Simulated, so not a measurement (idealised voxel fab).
process module | voxel air gaps
cross-section cut | 170 nm wide | cells 5 nm
A cross-section is a grid of square cells, given in bands from the top down. A band is one or more rows of cells.
Each band's line starts with the height of the band's top and of its bottom, in nm. Then come its materials from left to right, each with its width in nm. One material with "throughout" fills the band from edge to edge. "air" is empty space.
Height 0 is the level under which the wafer as received is all one material. The lowest band goes on downwards, as in "0 down".
A width such as "30 to 40" changes by the same amount from each row of cells to the next, from the band's top row to its bottom row.
"no change" after a step means that no cell of the cross-section changed.
closed voids: empty space of 8 cells or more with no open way to the top, each as width x height at its distance from the left edge, in nm
after a step's settings: what the simulator itself notes on the step
overlay nm, on a step with a mask: how far to the right of its planned place the mask lay; to the left if negative
plan
1 op RECEIVE | material Si
2 op CONFORMAL_DEP | material SiO2 | thk nm 15
3 op CONFORMAL_DEP | material SiCN | thk nm 5
4 op DIRECTIONAL_DEP | material SiO2 | thk nm 40
5 op PATTERN | tone open | mask id LINES | material resist | width nm 25 | pitch nm 50 | thk nm 15 | overlay nm 0
6 op DIRECTIONAL_ETCH | etch materials SiO2 | depth nm 40
7 op STRIP | etch materials resist
8 op CONFORMAL_DEP | material TiN | thk nm 5
9 op FILL_DEP | material Cu | thk nm 5
10 op CMP | height nm 60
11 op EPI | material Ru | thk nm 10
12 op SELECTIVE_ETCH | etch materials SiO2 | depth nm 50
13 op CONFORMAL_DEP | material SiCN | thk nm 5
first wafer, as planned
as received, after step 1
  0 down: Si throughout
  closed voids: none
after step 2
  15 to 0: SiO2 throughout
  below 0: unchanged
after step 3
  20 to 15: SiCN throughout
  below 15: unchanged
after step 4
  60 to 20: SiO2 throughout
  below 20: unchanged
after step 5
  75 to 60: resist 20 | air 25 | resist 25 | air 25 | resist 25 | air 25 | resist 25
  below 60: unchanged
after step 6
  75 to 60: resist 20 | air 25 | resist 25 | air 25 | resist 25 | air 25 | resist 25
  60 to 20: SiO2 20 | air 25 | SiO2 25 | air 25 | SiO2 25 | air 25 | SiO2 25
  below 20: unchanged
after step 7
  60 to 20: SiO2 20 | air 25 | SiO2 25 | air 25 | SiO2 25 | air 25 | SiO2 25
  below 20: unchanged
after step 8
  65 to 60: TiN 25 | air 15 | TiN 35 | air 15 | TiN 35 | air 15 | TiN 30
  60 to 25: SiO2 20 | TiN 5 | air 15 | TiN 5 | SiO2 25 | TiN 5 | air 15 | TiN 5 | SiO2 25 | TiN 5 | air 15 | TiN 5 | SiO2 25
  25 to 20: SiO2 20 | TiN 25 | SiO2 25 | TiN 25 | SiO2 25 | TiN 25 | SiO2 25
  below 20: unchanged
after step 9
  70 to 65: Cu throughout
  65 to 60: TiN 25 | Cu 15 | TiN 35 | Cu 15 | TiN 35 | Cu 15 | TiN 30
  60 to 25: SiO2 20 | TiN 5 | Cu 15 | TiN 5 | SiO2 25 | TiN 5 | Cu 15 | TiN 5 | SiO2 25 | TiN 5 | Cu 15 | TiN 5 | SiO2 25
  below 25: unchanged
after step 10
  60 to 25: SiO2 20 | TiN 5 | Cu 15 | TiN 5 | SiO2 25 | TiN 5 | Cu 15 | TiN 5 | SiO2 25 | TiN 5 | Cu 15 | TiN 5 | SiO2 25
  below 25: unchanged
after step 11
  70 to 60: air 10 | Ru 45 | air 5 | Ru 45 | air 5 | Ru 45 | air 15
  below 60: unchanged
after step 12
  70 to 60: air 10 | Ru 45 | air 5 | Ru 45 | air 5 | Ru 45 | air 15
  60 to 25: air 20 | TiN 5 | Cu 15 | TiN 5 | air 25 | TiN 5 | Cu 15 | TiN 5 | air 25 | TiN 5 | Cu 15 | TiN 5 | air 25
  25 to 20: air 20 | TiN 25 | air 25 | TiN 25 | air 25 | TiN 25 | air 25
  below 20: unchanged
after step 13
  75 to 70: air 5 | SiCN 155 | air 10
  70 to 60: air 5 | SiCN 5 | Ru 45 | SiCN 5 | Ru 45 | SiCN 5 | Ru 45 | SiCN 5 | air 10
  60 to 55: air 5 | SiCN 15 | TiN 5 | Cu 15 | TiN 5 | SiCN 25 | TiN 5 | Cu 15 | TiN 5 | SiCN 25 | TiN 5 | Cu 15 | TiN 5 | SiCN 15 | air 10
  55 to 25: air 15 | SiCN 5 | TiN 5 | Cu 15 | TiN 5 | SiCN 5 | air 15 | SiCN 5 | TiN 5 | Cu 15 | TiN 5 | SiCN 5 | air 15 | SiCN 5 | TiN 5 | Cu 15 | TiN 5 | SiCN 5 | air 20
  25 to 20: SiCN 20 | TiN 25 | SiCN 25 | TiN 25 | SiCN 25 | TiN 25 | SiCN 25
  below 20: unchanged
  closed voids: 15 x 30 at 50; 15 x 30 at 100
second wafer: like start, like plan, one mistake. Through step 1 it matches the first wafer
when step 2 should have ended
  30 to 0: SiO2 throughout
  below 0: unchanged
when step 3 should have ended
  35 to 30: SiCN throughout
  below 30: unchanged
when step 4 should have ended
  75 to 35: SiO2 throughout
  below 35: unchanged
when step 5 should have ended
  90 to 75: resist 20 | air 25 | resist 25 | air 25 | resist 25 | air 25 | resist 25
  below 75: unchanged
when step 6 should have ended
  90 to 75: resist 20 | air 25 | resist 25 | air 25 | resist 25 | air 25 | resist 25
  75 to 35: SiO2 20 | air 25 | SiO2 25 | air 25 | SiO2 25 | air 25 | SiO2 25
  below 35: unchanged
when step 7 should have ended
  75 to 35: SiO2 20 | air 25 | SiO2 25 | air 25 | SiO2 25 | air 25 | SiO2 25
  below 35: unchanged
when step 8 should have ended
  80 to 75: TiN 25 | air 15 | TiN 35 | air 15 | TiN 35 | air 15 | TiN 30
  75 to 40: SiO2 20 | TiN 5 | air 15 | TiN 5 | SiO2 25 | TiN 5 | air 15 | TiN 5 | SiO2 25 | TiN 5 | air 15 | TiN 5 | SiO2 25
  40 to 35: SiO2 20 | TiN 25 | SiO2 25 | TiN 25 | SiO2 25 | TiN 25 | SiO2 25
  below 35: unchanged
when step 9 should have ended
  85 to 80: Cu throughout
  80 to 75: TiN 25 | Cu 15 | TiN 35 | Cu 15 | TiN 35 | Cu 15 | TiN 30
  75 to 40: SiO2 20 | TiN 5 | Cu 15 | TiN 5 | SiO2 25 | TiN 5 | Cu 15 | TiN 5 | SiO2 25 | TiN 5 | Cu 15 | TiN 5 | SiO2 25
  below 40: unchanged
when step 10 should have ended
  60 to 40: SiO2 20 | TiN 5 | Cu 15 | TiN 5 | SiO2 25 | TiN 5 | Cu 15 | TiN 5 | SiO2 25 | TiN 5 | Cu 15 | TiN 5 | SiO2 25
  below 40: unchanged
when step 11 should have ended
  70 to 60: air 10 | Ru 45 | air 5 | Ru 45 | air 5 | Ru 45 | air 15
  below 60: unchanged
when step 12 should have ended
  70 to 60: air 10 | Ru 45 | air 5 | Ru 45 | air 5 | Ru 45 | air 15
  60 to 40: air 20 | TiN 5 | Cu 15 | TiN 5 | air 25 | TiN 5 | Cu 15 | TiN 5 | air 25 | TiN 5 | Cu 15 | TiN 5 | air 25
  40 to 35: air 20 | TiN 25 | air 25 | TiN 25 | air 25 | TiN 25 | air 25
  below 35: unchanged
when step 13 should have ended
  75 to 70: air 5 | SiCN 155 | air 10
  70 to 60: air 5 | SiCN 5 | Ru 45 | SiCN 5 | Ru 45 | SiCN 5 | Ru 45 | SiCN 5 | air 10
  60 to 55: air 5 | SiCN 15 | TiN 5 | Cu 15 | TiN 5 | SiCN 25 | TiN 5 | Cu 15 | TiN 5 | SiCN 25 | TiN 5 | Cu 15 | TiN 5 | SiCN 15 | air 10
  55 to 40: air 15 | SiCN 5 | TiN 5 | Cu 15 | TiN 5 | SiCN 5 | air 15 | SiCN 5 | TiN 5 | Cu 15 | TiN 5 | SiCN 5 | air 15 | SiCN 5 | TiN 5 | Cu 15 | TiN 5 | SiCN 5 | air 20
  40 to 35: SiCN 20 | TiN 25 | SiCN 25 | TiN 25 | SiCN 25 | TiN 25 | SiCN 25
  below 35: unchanged
  closed voids: 15 x 15 at 50; 15 x 15 at 100
what went wrong: step 2 was run twice
at the end the second wafer has, in cells: 27 fewer of Cu | 18 fewer of SiCN | 102 more of SiO2 | 18 fewer of TiN
